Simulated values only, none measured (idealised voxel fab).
This section sets out a process module, namely voxel wiring stack.
Section cut is 270 nm wide and gridded with 5 nm square cells.
In what follows, cross-sections appear as grids of square cells, described through bands that run from the top down, where every band is one or more rows of cells.
Heights first: top, then bottom, in nm. Then materials, left to right, each with a width in nm. "edge to edge" on a single material: fills the band edge to edge. "blank": empty space.
Zero point of the height axis is 0; under it, received wafer = one material. Lowest band: continues down indefinitely, "0..down".
Top row gets the first number, bottom row gets the second, and each row in between changes by the same step: that is how a band width like "30->40" works.
A step reported as "remained unchanged" is a step in which no cell of the cross-section changed.
Empty spaces counting at least 8 cells and having no open way to the top are listed in "Closed void catalog". The notation width x height at distance is used for each, the distance being from the left edge and all three values in nm.
Text after the settings on a step's line: the simulator's own remark on that step.
The line of a step may include "overlay nm". On a step with a mask, this value is how far to the right of its planned place the mask lay. A negative value means the mask lay to the left.
The steps planned for the process are as follows:
1 op RECEIVE | material Si
2 op CONFORMAL_DEP | material SiO2 | thk nm 15
3 op CONFORMAL_DEP | material SiCN | thk nm 5
4 op DIRECTIONAL_DEP | material SiO2 | thk nm 25
5 op MASKED_ETCH | tone open | mask id METAL_1 | width nm 20 | pitch nm 40 | etch materials SiO2 | depth nm 25 | overlay nm 0
6 op MASKED_ETCH | tone open | mask id METAL_1 | width nm 20 | pitch nm 40 | etch materials SiCN | depth nm 5 | overlay nm 0
7 op CONFORMAL_DEP | material TiN | thk nm 5
8 op FILL_DEP | material Cu | thk nm 5
9 op CMP | height nm 45
10 op EPI | material Ru | thk nm 5
11 op FILL_DEP | material SiCN | thk nm 5
12 op DIRECTIONAL_DEP | material lowk | thk nm 10
13 op MASKED_ETCH | tone open | mask id PLUG_1 | width nm 15 | pitch nm 40 | etch materials lowk | depth nm 10 | overlay nm 0
14 op MASKED_ETCH | tone open | mask id PLUG_1 | width nm 15 | pitch nm 40 | etch materials SiCN | depth nm 5 | overlay nm 0
15 op CONFORMAL_DEP | material TiN | thk nm 5
16 op FILL_DEP | material W | thk nm 10
17 op CMP | height nm 65
18 op DIRECTIONAL_DEP | material TiN | thk nm 5
19 op DIRECTIONAL_DEP | material W | thk nm 25
20 op MASKED_ETCH | tone cover | mask id METAL_2 | width nm 20 | pitch nm 40 | etch materials W | depth nm 25 | overlay nm 0
21 op MASKED_ETCH | tone cover | mask id METAL_2 | width nm 20 | pitch nm 40 | etch materials TiN | depth nm 5 | overlay nm 0
22 op CONFORMAL_DEP | material SiCN | thk nm 5
23 op FILL_DEP | material lowk | thk nm 10
24 op CMP | height nm 95
25 op CONFORMAL_DEP | material SiCN | thk nm 5
Cross-section of the wafer at receipt, which is the condition after step 1:
    0..down = Si edge to edge
    Closed void catalog: none
End-of-module cross-section. Starting structure and process plan as above; one mistake made in running it:
    100..95 = SiCN edge to edge
    95..70 = 100 nm lowk  5 nm SiCN  20 nm W  5 nm SiCN  10 nm lowk  5 nm SiCN  20 nm W  5 nm SiCN  100 nm lowk
    70..65 = 105 nm SiCN  20 nm TiN  20 nm SiCN  20 nm TiN  105 nm SiCN
    65..55 = 100 nm lowk  5->10 nm TiN  15->5 nm W  5->10 nm TiN  15 nm lowk  5->10 nm TiN  15->5 nm W  5->10 nm TiN  105 nm lowk
    55..50 = 105 nm SiCN  15 nm TiN  25 nm SiCN  15 nm TiN  110 nm SiCN
    50..45 = 100 nm SiCN  30 nm Ru  10 nm SiCN  30 nm Ru  100 nm SiCN
    45..20 = 105 nm SiO2  5 nm TiN  10 nm Cu  5 nm TiN  20 nm SiO2  5 nm TiN  10 nm Cu  5 nm TiN  105 nm SiO2
    20..15 = 105 nm SiCN  20 nm TiN  20 nm SiCN  20 nm TiN  105 nm SiCN
    15..0 = SiO2 edge to edge
    0..down = Si edge to edge
    Closed void catalog: none
Against the plan, the run slipped here: step 13, actual vs plan mismatch, actual run op MASKED_ETCH | tone open | mask id PLUG_1 | width nm 25 | pitch nm 40 | etch materials lowk | depth nm 10 | overlay nm 0
